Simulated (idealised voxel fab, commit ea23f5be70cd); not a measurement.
process module | voxel lift off
cross-section cut | 285 nm wide | cells 5 nm
A cross-section is a grid of square cells, given in bands from the top down. A band is one or more rows of cells.
Each band's line starts with the height of the band's top and of its bottom, in nm. Then come its materials from left to right, each with its width in nm. One material with "throughout" fills the band from edge to edge. "air" is empty space.
Height 0 is the level under which the wafer as received is all one material. The lowest band goes on downwards, as in "0 down".
A width such as "30 to 40" changes by the same amount from each row of cells to the next, from the band's top row to its bottom row.
"no change" after a step means that no cell of the cross-section changed.
closed voids: empty space of 8 cells or more with no open way to the top, each as width x height at its distance from the left edge, in nm
after a step's settings: what the simulator itself notes on the step
overlay nm, on a step with a mask: how far to the right of its planned place the mask lay; to the left if negative
plan
1 op RECEIVE | material Si
2 op CONFORMAL_DEP | material Al2O3 | thk nm 10
3 op PATTERN | tone open | mask id LINES | material resist | width nm 25 | pitch nm 50 | thk nm 25 | overlay nm 0
4 op DIRECTIONAL_DEP | material Ru | thk nm 10
5 op STRIP | etch materials resist
6 op CONFORMAL_DEP | material SiO2 | thk nm 5
as received, after step 1
  0 down: Si throughout
  closed voids: none
first wafer at the end, as planned
  25 to 20: air 100 | SiO2 35 | air 15 | SiO2 35 | air 100
  20 to 15: air 100 | SiO2 5 | Ru 25 | SiO2 5 | air 15 | SiO2 5 | Ru 25 | SiO2 5 | air 100
  15 to 10: SiO2 105 | Ru 25 | SiO2 25 | Ru 25 | SiO2 105
  10 to 0: Al2O3 throughout
  0 down: Si throughout
  closed voids: none
second wafer at the end: like start, like plan, one mistake
  25 to 20: air 100 | SiO2 40 | air 10 | SiO2 40 | air 95
  20 to 15: air 100 | SiO2 5 | Ru 30 | SiO2 5 | air 10 | SiO2 5 | Ru 30 | SiO2 5 | air 95
  15 to 10: SiO2 105 | Ru 30 | SiO2 20 | Ru 30 | SiO2 100
  10 to 0: Al2O3 throughout
  0 down: Si throughout
  closed voids: none
what went wrong: step 3 ran as: op PATTERN | tone open | mask id LINES | material resist | width nm 30 | pitch nm 50 | thk nm 25 | overlay nm 0
at the end the second wafer has, in cells: 4 more of Ru
